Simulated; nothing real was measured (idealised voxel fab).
process module | voxel local oxidation
cross-section cut | 300 nm wide | cells 5 nm
A cross-section is a grid of square cells, given in bands from the top down. A band is one or more rows of cells.
Each band's line starts with the height of the band's top and of its bottom, in nm. Then come its materials from left to right, each with its width in nm. One material with "throughout" fills the band from edge to edge. "air" is empty space.
Height 0 is the level under which the wafer as received is all one material. The lowest band goes on downwards, as in "0 down".
A width such as "30 to 40" changes by the same amount from each row of cells to the next, from the band's top row to its bottom row.
"no change" after a step means that no cell of the cross-section changed.
closed voids: empty space of 8 cells or more with no open way to the top, each as width x height at its distance from the left edge, in nm
after a step's settings: what the simulator itself notes on the step
overlay nm, on a step with a mask: how far to the right of its planned place the mask lay; to the left if negative
plan
1 op RECEIVE | material Si
2 op OXIDIZE | depth nm 5
3 op CONFORMAL_DEP | material SiN | thk nm 10
4 op MASKED_ETCH | tone cover | mask id ACTIVE | width nm 130 | etch materials SiN | depth nm 10 | overlay nm 0
5 op SELECTIVE_ETCH | etch materials SiO2 | depth nm 5
6 op OXIDIZE | depth nm 10
7 op STRIP | etch materials SiN
as received, after step 1
  0 down: Si throughout
  closed voids: none
a wafer at the end: this start, this plan, one mistake
  0 to -5: air 85 | SiO2 120 | air 95
  -5 to -15: SiO2 95 | Si 100 | SiO2 105
  -15 down: Si throughout
  closed voids: none
what went wrong: step 4 ran as: op MASKED_ETCH | tone cover | mask id ACTIVE | width nm 130 | etch materials SiN | depth nm 10 | overlay nm -5
